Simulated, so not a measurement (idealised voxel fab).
process module | voxel wiring stack
cross-section cut | 235 nm wide | cells 5 nm
A cross-section is a grid of square cells, given in bands from the top down. A band is one or more rows of cells.
Each band's line starts with the height of the band's top and of its bottom, in nm. Then come its materials from left to right, each with its width in nm. One material with "throughout" fills the band from edge to edge. "air" is empty space.
Height 0 is the level under which the wafer as received is all one material. The lowest band goes on downwards, as in "0 down".
A width such as "30 to 40" changes by the same amount from each row of cells to the next, from the band's top row to its bottom row.
"no change" after a step means that no cell of the cross-section changed.
closed voids: empty space of 8 cells or more with no open way to the top, each as width x height at its distance from the left edge, in nm
after a step's settings: what the simulator itself notes on the step
overlay nm, on a step with a mask: how far to the right of its planned place the mask lay; to the left if negative
plan
1 op RECEIVE | material Si
2 op CONFORMAL_DEP | material SiO2 | thk nm 10
3 op DIRECTIONAL_DEP | material TiN | thk nm 5
4 op DIRECTIONAL_DEP | material W | thk nm 20
5 op PATTERN | tone cover | mask id METAL_1 | material resist | width nm 30 | pitch nm 45 | thk nm 20 | overlay nm 0
6 op DIRECTIONAL_ETCH | etch materials W | depth nm 20
7 op DIRECTIONAL_ETCH | etch materials TiN | depth nm 5
8 op STRIP | etch materials resist
9 op FILL_DEP | material lowk | thk nm 5
10 op CMP | height nm 35
11 op CONFORMAL_DEP | material SiCN | thk nm 5
12 op DIRECTIONAL_DEP | material SiO2 | thk nm 20
13 op DIRECTIONAL_DEP | material aC | thk nm 15
14 op PATTERN | tone open | mask id PLUG_1 | material resist | width nm 15 | pitch nm 45 | thk nm 35 | overlay nm 0
15 op DIRECTIONAL_ETCH | etch materials aC | depth nm 15
16 op STRIP | etch materials resist
17 op DIRECTIONAL_ETCH | etch materials SiO2 | depth nm 20
18 op DIRECTIONAL_ETCH | etch materials SiCN | depth nm 5
19 op STRIP | etch materials aC
20 op CONFORMAL_DEP | material TiN | thk nm 5
21 op FILL_DEP | material W | thk nm 10
22 op CMP | height nm 60
23 op CONFORMAL_DEP | material SiCN | thk nm 5
24 op DIRECTIONAL_DEP | material lowk | thk nm 20
25 op PATTERN | tone open | mask id METAL_2 | material resist | width nm 30 | pitch nm 45 | thk nm 15 | overlay nm 0
26 op DIRECTIONAL_ETCH | etch materials lowk | depth nm 20
27 op DIRECTIONAL_ETCH | etch materials SiCN | depth nm 5
28 op STRIP | etch materials resist
29 op CONFORMAL_DEP | material TiN | thk nm 5
30 op FILL_DEP | material Cu | thk nm 5
31 op CMP | height nm 85
32 op CONFORMAL_DEP | material SiCN | thk nm 5
33 op DIRECTIONAL_DEP | material SiO2 | thk nm 30
34 op PATTERN | tone open | mask id METAL_3 | material resist | width nm 30 | pitch nm 45 | thk nm 15 | overlay nm 0
35 op DIRECTIONAL_ETCH | etch materials SiO2 | depth nm 20
36 op STRIP | etch materials resist
37 op PATTERN | tone open | mask id METAL_3_HOLES | material resist | width nm 15 | pitch nm 90 | thk nm 20 | overlay nm 0
38 op DIRECTIONAL_ETCH | etch materials SiO2 | depth nm 10
39 op DIRECTIONAL_ETCH | etch materials SiCN | depth nm 5
40 op STRIP | etch materials resist
41 op CONFORMAL_DEP | material TiN | thk nm 5
42 op FILL_DEP | material Cu | thk nm 5
43 op CMP | height nm 120
44 op CONFORMAL_DEP | material SiCN | thk nm 5
45 op DIRECTIONAL_DEP | material lowk | thk nm 30
46 op PATTERN | tone open | mask id METAL_4 | material resist | width nm 30 | pitch nm 45 | thk nm 20 | overlay nm 0
47 op DIRECTIONAL_ETCH | etch materials lowk | depth nm 15
48 op STRIP | etch materials resist
49 op MASKED_ETCH | tone open | mask id METAL_4_HOLES | width nm 15 | pitch nm 45 | etch materials lowk | depth nm 15 | overlay nm 0
50 op MASKED_ETCH | tone open | mask id METAL_4_HOLES | width nm 15 | pitch nm 45 | etch materials SiCN | depth nm 5 | overlay nm 0
51 op CONFORMAL_DEP | material TiN | thk nm 5
52 op FILL_DEP | material Cu | thk nm 10
53 op CMP | height nm 155
54 op CONFORMAL_DEP | material SiN | thk nm 5
as received, after step 1
  0 down: Si throughout
  closed voids: none
a wafer at the end: this start, this plan, one mistake
  160 to 155: SiN throughout
  155 to 145: lowk 55 | TiN 5 | Cu 20 | TiN 5 | lowk 15 | TiN 5 | Cu 20 | TiN 5 | lowk 15 | TiN 5 | Cu 20 | TiN 5 | lowk 60
  145 to 140: lowk 55 | TiN 5 | Cu 5 | TiN 20 | lowk 15 | TiN 5 | Cu 5 | TiN 20 | lowk 15 | TiN 5 | Cu 5 | TiN 20 | lowk 60
  140 to 125: lowk 55 | TiN 5 | Cu 5 | TiN 5 | lowk 30 | TiN 5 | Cu 5 | TiN 5 | lowk 30 | TiN 5 | Cu 5 | TiN 5 | lowk 75
  125 to 120: SiCN 55 | TiN 15 | SiCN 30 | TiN 15 | SiCN 30 | TiN 15 | SiCN 75
  120 to 105: SiO2 55 | TiN 5 | Cu 20 | TiN 5 | SiO2 15 | TiN 5 | Cu 20 | TiN 5 | SiO2 15 | TiN 5 | Cu 20 | TiN 5 | SiO2 60
  105 to 100: SiO2 55 | TiN 5 | Cu 5 | TiN 20 | SiO2 15 | TiN 30 | SiO2 15 | TiN 5 | Cu 5 | TiN 20 | SiO2 60
  100 to 90: SiO2 55 | TiN 5 | Cu 5 | TiN 5 | SiO2 75 | TiN 5 | Cu 5 | TiN 5 | SiO2 75
  90 to 85: SiCN 55 | TiN 15 | SiCN 75 | TiN 15 | SiCN 75
  85 to 65: lowk 55 | TiN 5 | Cu 20 | TiN 5 | lowk 15 | TiN 5 | Cu 20 | TiN 5 | lowk 15 | TiN 5 | Cu 20 | TiN 5 | lowk 60
  65 to 60: SiCN 55 | TiN 30 | SiCN 15 | TiN 30 | SiCN 15 | TiN 30 | SiCN 60
  60 to 45: SiO2 55 | TiN 5 | W 5 | TiN 5 | SiO2 30 | TiN 5 | W 5 | TiN 5 | SiO2 30 | TiN 5 | W 5 | TiN 5 | SiO2 75
  45 to 40: SiO2 55 | TiN 15 | SiO2 30 | TiN 15 | SiO2 30 | TiN 15 | SiO2 75
  40 to 35: TiN throughout
  35 to 15: lowk 55 | W 30 | lowk 15 | W 30 | lowk 15 | W 30 | lowk 60
  15 to 10: lowk 55 | TiN 30 | lowk 15 | TiN 30 | lowk 15 | TiN 30 | lowk 60
  10 to 0: SiO2 throughout
  0 down: Si throughout
  closed voids: none
what went wrong: step 11 ran as: op CONFORMAL_DEP | material TiN | thk nm 5
